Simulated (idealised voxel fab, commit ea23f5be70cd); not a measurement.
process module | voxel wiring stack
cross-section cut | 165 nm wide | cells 5 nm
A cross-section is a grid of square cells, given in bands from the top down. A band is one or more rows of cells.
Each band's line starts with the height of the band's top and of its bottom, in nm. Then come its materials from left to right, each with its width in nm. One material with "throughout" fills the band from edge to edge. "air" is empty space.
Height 0 is the level under which the wafer as received is all one material. The lowest band goes on downwards, as in "0 down".
A width such as "30 to 40" changes by the same amount from each row of cells to the next, from the band's top row to its bottom row.
"no change" after a step means that no cell of the cross-section changed.
closed voids: empty space of 8 cells or more with no open way to the top, each as width x height at its distance from the left edge, in nm
after a step's settings: what the simulator itself notes on the step
overlay nm, on a step with a mask: how far to the right of its planned place the mask lay; to the left if negative
plan
1 op RECEIVE | material Si
2 op CONFORMAL_DEP | material SiO2 | thk nm 15
3 op DIRECTIONAL_DEP | material TiN | thk nm 5
4 op DIRECTIONAL_DEP | material Ru | thk nm 15
5 op MASKED_ETCH | tone cover | mask id METAL_1 | width nm 25 | pitch nm 50 | etch materials Ru | depth nm 15 | overlay nm 0
6 op MASKED_ETCH | tone cover | mask id METAL_1 | width nm 25 | pitch nm 50 | etch materials TiN | depth nm 5 | overlay nm 0
7 op CONFORMAL_DEP | material SiCN | thk nm 5
8 op FILL_DEP | material SiO2 | thk nm 10
9 op CMP | height nm 35
10 op CONFORMAL_DEP | material SiCN | thk nm 5
11 op DIRECTIONAL_DEP | material SiO2 | thk nm 30
12 op MASKED_ETCH | tone open | mask id METAL_2 | width nm 25 | pitch nm 50 | etch materials SiO2 | depth nm 15 | overlay nm 0
13 op MASKED_ETCH | tone open | mask id METAL_2_HOLES | width nm 15 | etch materials SiO2 | depth nm 15 | overlay nm 0
14 op MASKED_ETCH | tone open | mask id METAL_2_HOLES | width nm 15 | etch materials SiCN | depth nm 5 | overlay nm 0
15 op CONFORMAL_DEP | material TiN | thk nm 5
16 op FILL_DEP | material Cu | thk nm 5
17 op CMP | height nm 70
18 op CONFORMAL_DEP | material SiCN | thk nm 5
first wafer, as planned
as received, after step 1
  0 down: Si throughout
  closed voids: none
after step 2
  15 to 0: SiO2 throughout
  below 0: unchanged
after step 3
  20 to 15: TiN throughout
  below 15: unchanged
after step 4
  35 to 20: Ru throughout
  below 20: unchanged
after step 5
  35 to 20: air 45 | Ru 25 | air 25 | Ru 25 | air 45
  below 20: unchanged
after step 6
  35 to 20: air 45 | Ru 25 | air 25 | Ru 25 | air 45
  20 to 15: air 45 | TiN 25 | air 25 | TiN 25 | air 45
  below 15: unchanged
after step 7
  40 to 35: air 40 | SiCN 35 | air 15 | SiCN 35 | air 40
  35 to 20: air 40 | SiCN 5 | Ru 25 | SiCN 5 | air 15 | SiCN 5 | Ru 25 | SiCN 5 | air 40
  20 to 15: SiCN 45 | TiN 25 | SiCN 25 | TiN 25 | SiCN 45
  below 15: unchanged
after step 8
  50 to 40: SiO2 throughout
  40 to 35: SiO2 40 | SiCN 35 | SiO2 15 | SiCN 35 | SiO2 40
  35 to 20: SiO2 40 | SiCN 5 | Ru 25 | SiCN 5 | SiO2 15 | SiCN 5 | Ru 25 | SiCN 5 | SiO2 40
  below 20: unchanged
after step 9
  35 to 20: SiO2 40 | SiCN 5 | Ru 25 | SiCN 5 | SiO2 15 | SiCN 5 | Ru 25 | SiCN 5 | SiO2 40
  below 20: unchanged
after step 10
  40 to 35: SiCN throughout
  below 35: unchanged
after step 11
  70 to 40: SiO2 throughout
  below 40: unchanged
after step 12
  70 to 55: SiO2 45 | air 25 | SiO2 25 | air 25 | SiO2 45
  below 55: unchanged
after step 13
  70 to 55: SiO2 45 | air 25 | SiO2 25 | air 25 | SiO2 45
  55 to 40: SiO2 45 | air 15 | SiO2 105
  below 40: unchanged
after step 14
  70 to 55: SiO2 45 | air 25 | SiO2 25 | air 25 | SiO2 45
  55 to 40: SiO2 45 | air 15 | SiO2 105
  40 to 35: SiCN 45 | air 15 | SiCN 105
  below 35: unchanged
after step 15
  75 to 70: TiN 50 | air 15 | TiN 35 | air 15 | TiN 50
  70 to 60: SiO2 45 | TiN 5 | air 15 | TiN 5 | SiO2 25 | TiN 5 | air 15 | TiN 5 | SiO2 45
  60 to 55: SiO2 45 | TiN 5 | air 5 | TiN 15 | SiO2 25 | TiN 25 | SiO2 45
  55 to 40: SiO2 45 | TiN 5 | air 5 | TiN 5 | SiO2 105
  40 to 35: SiCN 45 | TiN 15 | SiCN 105
  below 35: unchanged
after step 16
  80 to 75: Cu throughout
  75 to 70: TiN 50 | Cu 15 | TiN 35 | Cu 15 | TiN 50
  70 to 60: SiO2 45 | TiN 5 | Cu 15 | TiN 5 | SiO2 25 | TiN 5 | Cu 15 | TiN 5 | SiO2 45
  60 to 55: SiO2 45 | TiN 5 | Cu 5 | TiN 15 | SiO2 25 | TiN 25 | SiO2 45
  55 to 40: SiO2 45 | TiN 5 | Cu 5 | TiN 5 | SiO2 105
  below 40: unchanged
after step 17
  70 to 60: SiO2 45 | TiN 5 | Cu 15 | TiN 5 | SiO2 25 | TiN 5 | Cu 15 | TiN 5 | SiO2 45
  below 60: unchanged
after step 18
  75 to 70: SiCN throughout
  below 70: unchanged
second wafer: like start, like plan, one mistake. Through step 5 it matches the first wafer
when step 6 should have ended
  35 to 20: air 45 | Ru 25 | air 25 | Ru 25 | air 45
  20 to 15: air 40 | TiN 30 | air 20 | TiN 30 | air 45
  below 15: unchanged
when step 7 should have ended
  40 to 35: air 40 | SiCN 35 | air 15 | SiCN 35 | air 40
  35 to 25: air 40 | SiCN 5 | Ru 25 | SiCN 5 | air 15 | SiCN 5 | Ru 25 | SiCN 5 | air 40
  25 to 20: air 35 | SiCN 10 | Ru 25 | SiCN 5 | air 10 | SiCN 10 | Ru 25 | SiCN 5 | air 40
  20 to 15: SiCN 40 | TiN 30 | SiCN 20 | TiN 30 | SiCN 45
  below 15: unchanged
when step 8 should have ended
  50 to 40: SiO2 throughout
  40 to 35: SiO2 40 | SiCN 35 | SiO2 15 | SiCN 35 | SiO2 40
  35 to 25: SiO2 40 | SiCN 5 | Ru 25 | SiCN 5 | SiO2 15 | SiCN 5 | Ru 25 | SiCN 5 | SiO2 40
  25 to 20: SiO2 35 | SiCN 10 | Ru 25 | SiCN 5 | SiO2 10 | SiCN 10 | Ru 25 | SiCN 5 | SiO2 40
  below 20: unchanged
when step 9 should have ended
  35 to 25: SiO2 40 | SiCN 5 | Ru 25 | SiCN 5 | SiO2 15 | SiCN 5 | Ru 25 | SiCN 5 | SiO2 40
  below 25: unchanged
when step 10 should have ended
  40 to 35: SiCN throughout
  below 35: unchanged
when step 11 should have ended
  70 to 40: SiO2 throughout
  below 40: unchanged
when step 12 should have ended
  70 to 55: SiO2 45 | air 25 | SiO2 25 | air 25 | SiO2 45
  below 55: unchanged
when step 13 should have ended
  70 to 55: SiO2 45 | air 25 | SiO2 25 | air 25 | SiO2 45
  55 to 40: SiO2 45 | air 15 | SiO2 105
  below 40: unchanged
when step 14 should have ended
  70 to 55: SiO2 45 | air 25 | SiO2 25 | air 25 | SiO2 45
  55 to 40: SiO2 45 | air 15 | SiO2 105
  40 to 35: SiCN 45 | air 15 | SiCN 105
  below 35: unchanged
when step 15 should have ended
  75 to 70: TiN 50 | air 15 | TiN 35 | air 15 | TiN 50
  70 to 60: SiO2 45 | TiN 5 | air 15 | TiN 5 | SiO2 25 | TiN 5 | air 15 | TiN 5 | SiO2 45
  60 to 55: SiO2 45 | TiN 5 | air 5 | TiN 15 | SiO2 25 | TiN 25 | SiO2 45
  55 to 40: SiO2 45 | TiN 5 | air 5 | TiN 5 | SiO2 105
  40 to 35: SiCN 45 | TiN 15 | SiCN 105
  below 35: unchanged
when step 16 should have ended
  80 to 75: Cu throughout
  75 to 70: TiN 50 | Cu 15 | TiN 35 | Cu 15 | TiN 50
  70 to 60: SiO2 45 | TiN 5 | Cu 15 | TiN 5 | SiO2 25 | TiN 5 | Cu 15 | TiN 5 | SiO2 45
  60 to 55: SiO2 45 | TiN 5 | Cu 5 | TiN 15 | SiO2 25 | TiN 25 | SiO2 45
  55 to 40: SiO2 45 | TiN 5 | Cu 5 | TiN 5 | SiO2 105
  below 40: unchanged
when step 17 should have ended
  70 to 60: SiO2 45 | TiN 5 | Cu 15 | TiN 5 | SiO2 25 | TiN 5 | Cu 15 | TiN 5 | SiO2 45
  below 60: unchanged
when step 18 should have ended
  75 to 70: SiCN throughout
  below 70: unchanged
what went wrong: step 6 ran as: op MASKED_ETCH | tone cover | mask id METAL_1 | width nm 25 | pitch nm 50 | etch materials TiN | depth nm 5 | overlay nm -5
at the end the second wafer has, in cells: 2 fewer of SiO2 | 2 more of TiN
